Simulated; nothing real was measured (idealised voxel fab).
You're looking at the process module voxel self aligned contacts.
Square cells of 5 nm make up the cross-section cut, whose width is 235 nm.
This document writes a cross-section as a grid whose cells are square, and gives it as bands, listed from the top down; one or more rows of cells form a band. What a band's entry tells you: where the top is and where the bottom is, as heights in nm, and after that what lies inside, material by material from left to right, each with its width in nm. Empty space is written as the word "blank", and a single material marked with the word "full width" occupies the band from edge to edge. Height 0 is the level under which the wafer as received is all one material. The lowest band goes on downwards, as in "0..down". The expression "30 to 40" gives the width at the extremes of the band, the first number at its top row of cells and the second at its bottom row, with the width changing by equal amounts from each row to the next in between. "remains unaltered", as given for a step, is the statement that not any cell of the cross-section underwent a change during that step. "Closed cavities" enumerates empty spaces isolated from the top, with no open way to it, that contain at least 8 cells, giving each as width x height at distance from the left edge, all three in nm. On a step's line, text after the settings is the simulator commenting on that step. Each step line may optionally specify "overlay nm", which for a step with a mask gives the rightward distance between the mask's planned place and where it lay, a negative value indicating the leftward direction.

Steps planned for the process
1 op RECEIVE | material Si
2 op OXIDIZE | depth nm 5
3 op DIRECTIONAL_DEP | material polySi | thk nm 25
4 op DIRECTIONAL_DEP | material SiN | thk nm 15
5 op PATTERN | tone cover | mask id GATE | material resist | width nm 25 | pitch nm 60 | thk nm 15 | overlay nm 0
6 op DIRECTIONAL_ETCH | etch materials SiN | depth nm 15
7 op DIRECTIONAL_ETCH | etch materials polySi | depth nm 25
8 op STRIP | etch materials resist
9 op CONFORMAL_DEP | material SiN | thk nm 5
10 op DIRECTIONAL_ETCH | etch materials SiN | depth nm 5
11 op FILL_DEP | material SiO2 | thk nm 15
12 op CMP | height nm 50
13 op MASKED_ETCH | tone open | mask id CONTACT | width nm 45 | etch materials SiO2 | depth nm 55 | overlay nm 0
14 op CONFORMAL_DEP | material TiN | thk nm 5
15 op FILL_DEP | material Ru | thk nm 10
16 op CMP | height nm 50
17 op CONFORMAL_DEP | material SiN | thk nm 5

On the first of the two wafers: run conducted according to plan

As received (post step 1): cross-section
  0..down | Si full width
  Closed cavities: none

Wafer xsec, post step 2
  0..-5 | SiO2 full width
  Unchanged below -5.

Wafer xsec, post step 3
  25..0 | polySi full width
  Unchanged below 0.

Wafer xsec, post step 4
  40..25 | SiN full width
  Unchanged below 25.

Wafer xsec, post step 5
  55..40 | blank (75), resist (25), blank (35), resist (25), blank (75)
  Unchanged below 40.

Wafer xsec, post step 6
  55..40 | blank (75), resist (25), blank (35), resist (25), blank (75)
  40..25 | blank (75), SiN (25), blank (35), SiN (25), blank (75)
  Unchanged below 25.

Wafer xsec, post step 7
  55..40 | blank (75), resist (25), blank (35), resist (25), blank (75)
  40..25 | blank (75), SiN (25), blank (35), SiN (25), blank (75)
  25..0 | blank (75), polySi (25), blank (35), polySi (25), blank (75)
  Unchanged below 0.

Wafer xsec, post step 8
  40..25 | blank (75), SiN (25), blank (35), SiN (25), blank (75)
  Unchanged below 25.

Wafer xsec, post step 9
  45..25 | blank (70), SiN (35), blank (25), SiN (35), blank (70)
  25..5 | blank (70), SiN (5), polySi (25), SiN (5), blank (25), SiN (5), polySi (25), SiN (5), blank (70)
  5..0 | SiN (75), polySi (25), SiN (35), polySi (25), SiN (75)
  Unchanged below 0.

Wafer xsec, post step 10
  40..25 | blank (70), SiN (35), blank (25), SiN (35), blank (70)
  25..0 | blank (70), SiN (5), polySi (25), SiN (5), blank (25), SiN (5), polySi (25), SiN (5), blank (70)
  Unchanged below 0.

Wafer xsec, post step 11
  55..40 | SiO2 full width
  40..25 | SiO2 (70), SiN (35), SiO2 (25), SiN (35), SiO2 (70)
  25..0 | SiO2 (70), SiN (5), polySi (25), SiN (5), SiO2 (25), SiN (5), polySi (25), SiN (5), SiO2 (70)
  Unchanged below 0.

Wafer xsec, post step 12
  50..40 | SiO2 full width
  Unchanged below 40.

Wafer xsec, post step 13
  50..40 | SiO2 (95), blank (45), SiO2 (95)
  40..25 | SiO2 (70), SiN (35), blank (25), SiN (35), SiO2 (70)
  25..0 | SiO2 (70), SiN (5), polySi (25), SiN (5), blank (25), SiN (5), polySi (25), SiN (5), SiO2 (70)
  0..-5 | SiO2 (105), blank (25), SiO2 (105)
  Unchanged below -5.

Wafer xsec, post step 14
  55..50 | TiN (100), blank (35), TiN (100)
  50..40 | SiO2 (95), TiN (5 to 15), blank (35 to 15), TiN (5 to 15), SiO2 (95)
  40..25 | SiO2 (70), SiN (35), TiN (5), blank (15), TiN (5), SiN (35), SiO2 (70)
  25..0 | SiO2 (70), SiN (5), polySi (25), SiN (5), TiN (5), blank (15), TiN (5), SiN (5), polySi (25), SiN (5), SiO2 (70)
  0..-5 | SiO2 (105), TiN (25), SiO2 (105)
  Unchanged below -5.

Wafer xsec, post step 15
  65..55 | Ru full width
  55..50 | TiN (100), Ru (35), TiN (100)
  50..40 | SiO2 (95), TiN (5 to 15), Ru (35 to 15), TiN (5 to 15), SiO2 (95)
  40..25 | SiO2 (70), SiN (35), TiN (5), Ru (15), TiN (5), SiN (35), SiO2 (70)
  25..0 | SiO2 (70), SiN (5), polySi (25), SiN (5), TiN (5), Ru (15), TiN (5), SiN (5), polySi (25), SiN (5), SiO2 (70)
  Unchanged below 0.

Wafer xsec, post step 16
  50..40 | SiO2 (95), TiN (5 to 15), Ru (35 to 15), TiN (5 to 15), SiO2 (95)
  Unchanged below 40.

Wafer xsec, post step 17
  55..50 | SiN full width
  Unchanged below 50.

Regarding the second of the two wafers: it shared the first wafer's starting condition and process plan, yet one error occurred during its execution. Its history coincides with that of the first wafer up to and including step 12

when step 13 should have ended
  50..40 | blank (95), SiO2 (45), blank (95)
  40..25 | blank (70), SiN (35), SiO2 (25), SiN (35), blank (70)
  25..0 | blank (70), SiN (5), polySi (25), SiN (5), SiO2 (25), SiN (5), polySi (25), SiN (5), blank (70)
  0..-5 | blank (70), SiO2 (95), blank (70)
  Unchanged below -5.

when step 14 should have ended
  55..50 | blank (90), TiN (55), blank (90)
  50..40 | blank (90 to 65), TiN (5 to 30), SiO2 (45), TiN (5 to 30), blank (90 to 65)
  40..25 | blank (65), TiN (5), SiN (35), SiO2 (25), SiN (35), TiN (5), blank (65)
  25..0 | blank (65), TiN (5), SiN (5), polySi (25), SiN (5), SiO2 (25), SiN (5), polySi (25), SiN (5), TiN (5), blank (65)
  0..-5 | TiN (70), SiO2 (95), TiN (70)
  Unchanged below -5.

when step 15 should have ended
  65..55 | Ru full width
  55..50 | Ru (90), TiN (55), Ru (90)
  50..40 | Ru (90 to 65), TiN (5 to 30), SiO2 (45), TiN (5 to 30), Ru (90 to 65)
  40..25 | Ru (65), TiN (5), SiN (35), SiO2 (25), SiN (35), TiN (5), Ru (65)
  25..0 | Ru (65), TiN (5), SiN (5), polySi (25), SiN (5), SiO2 (25), SiN (5), polySi (25), SiN (5), TiN (5), Ru (65)
  Unchanged below 0.

when step 16 should have ended
  50..40 | Ru (90 to 65), TiN (5 to 30), SiO2 (45), TiN (5 to 30), Ru (90 to 65)
  Unchanged below 40.

when step 17 should have ended
  55..50 | SiN full width
  Unchanged below 50.
Here's what went sideways: step 13, actual vs plan mismatch, actual run op MASKED_ETCH | tone cover | mask id CONTACT | width nm 45 | etch materials SiO2 | depth nm 55 | overlay nm 0
Cell-count delta at end, second wafer over first, by material: Ru: 236 more; SiO2: 265 fewer; TiN: 29 more
